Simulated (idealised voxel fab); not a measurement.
The document below concerns the process module designated voxel gate over fins.
In the cross-section labelled cut, the width is 155 nm and each square cell is 5 nm.
The cross-sections in this document take the form of a grid made of square cells. They are written out as bands, in order from top to bottom. Each band consists of one or more rows of cells. First you get the band's top height and its bottom height, in nm, and then the materials it's made of, left to right, with each width in nm. If you see a single material with "edge to edge", that one covers the band edge to edge. "air" is empty space. For the purposes of this specification, 0 denotes the height below which the wafer in its as-received condition is composed wholly of one material, and the lowermost band, lacking a lower limit, extends downward without end, as expressed in "0 nm and below". Width spec "30 to 40" -> top row of cells at first value, bottom row at second value, equal per-row change in between. Basically "no modification" means that step didn't change any cell in the cross-section. The entry titled "Closed cavities" provides the empty spaces that have no open way to the top, restricted to those of 8 cells or more. Each is presented as width x height at distance, the distance being measured from the left edge, with all three in nm. The remark found on a step's line after its settings is issued by the simulator itself and pertains to that step. A step's line can hold "overlay nm"; with a mask on that step, the setting says how far right of the planned place the mask lay, while a negative setting says it lay to the left.

Intended process steps:
1. RECEIVE (material Si)
2. CONFORMAL_DEP (material SiN; thk nm 10)
3. MASKED_ETCH (tone cover; mask id FINS; width nm 15; pitch nm 40; etch materials SiN; depth nm 10; overlay nm 0)
4. MASKED_ETCH (tone cover; mask id FINS; width nm 15; pitch nm 40; etch materials Si; depth nm 40; overlay nm 0)
5. OXIDIZE (depth nm 5)
6. FILL_DEP (material SiO2; thk nm 10)
7. CMP (height nm 10)
8. SELECTIVE_ETCH (etch materials SiO2; depth nm 25)
9. STRIP (etch materials SiN)
10. CONFORMAL_DEP (material HfO2; thk nm 5)
11. CONFORMAL_DEP (material TiN; thk nm 5)
12. CONFORMAL_DEP (material TiAl; thk nm 5)
13. CONFORMAL_DEP (material TiN; thk nm 5)
14. FILL_DEP (material W; thk nm 10)
15. CMP (height nm 25)
16. CONFORMAL_DEP (material SiCN; thk nm 5)

Incoming wafer, cross-sectional view, post step 1:
> 0 nm and below: Si edge to edge
> Closed cavities: none

Here's the wafer cut in cross-section after the module, started and planned just like above, except one thing was done wrong in the run:
> 30 nm to 25 nm: SiCN edge to edge
> 25 nm to 20 nm: W edge to edge
> 20 nm to 15 nm: W 35 nm, then TiN 85 nm, then W 35 nm
> 15 nm to 10 nm: W 35 nm, then TiN 5 nm, then TiAl 35 nm, then TiN 5 nm, then TiAl 35 nm, then TiN 5 nm, then W 35 nm
> 10 nm to 5 nm: W 35 nm, then TiN 5 nm, then TiAl 5 nm, then TiN 25 nm, then TiAl 5 nm, then TiN 5 nm, then TiAl 5 nm, then TiN 25 nm, then TiAl 5 nm, then TiN 5 nm, then W 35 nm
> 5 nm to 0 nm: W 35 nm, then TiN 5 nm, then TiAl 5 nm, then TiN 5 nm, then HfO2 15 nm, then TiN 5 nm, then TiAl 5 nm, then TiN 5 nm, then TiAl 5 nm, then TiN 5 nm, then HfO2 15 nm, then TiN 5 nm, then TiAl 5 nm, then TiN 5 nm, then W 35 nm
> 0 nm to -20 nm: W 35 nm, then TiN 5 nm, then TiAl 5 nm, then TiN 5 nm, then HfO2 5 nm, then Si 5 nm, then HfO2 5 nm, then TiN 5 nm, then TiAl 5 nm, then TiN 5 nm, then TiAl 5 nm, then TiN 5 nm, then HfO2 5 nm, then Si 5 nm, then HfO2 5 nm, then TiN 5 nm, then TiAl 5 nm, then TiN 5 nm, then W 35 nm
> -20 nm to -25 nm: TiN 40 nm, then TiAl 5 nm, then TiN 5 nm, then HfO2 5 nm, then Si 5 nm, then HfO2 5 nm, then TiN 5 nm, then TiAl 5 nm, then TiN 5 nm, then TiAl 5 nm, then TiN 5 nm, then HfO2 5 nm, then Si 5 nm, then HfO2 5 nm, then TiN 5 nm, then TiAl 5 nm, then TiN 40 nm
> -25 nm to -30 nm: TiAl 45 nm, then TiN 5 nm, then HfO2 5 nm, then Si 5 nm, then HfO2 5 nm, then TiN 5 nm, then TiAl 15 nm, then TiN 5 nm, then HfO2 5 nm, then Si 5 nm, then HfO2 5 nm, then TiN 5 nm, then TiAl 45 nm
> -30 nm to -35 nm: TiN 50 nm, then HfO2 5 nm, then Si 5 nm, then HfO2 5 nm, then TiN 25 nm, then HfO2 5 nm, then Si 5 nm, then HfO2 5 nm, then TiN 50 nm
> -35 nm to -40 nm: HfO2 55 nm, then Si 5 nm, then HfO2 35 nm, then Si 5 nm, then HfO2 55 nm
> -40 nm to -45 nm: SiO2 55 nm, then Si 5 nm, then SiO2 35 nm, then Si 5 nm, then SiO2 55 nm
> -45 nm and below: Si edge to edge
> Closed cavities: none
Where did the run depart from the plan? step 8 of the plan saw execution twice
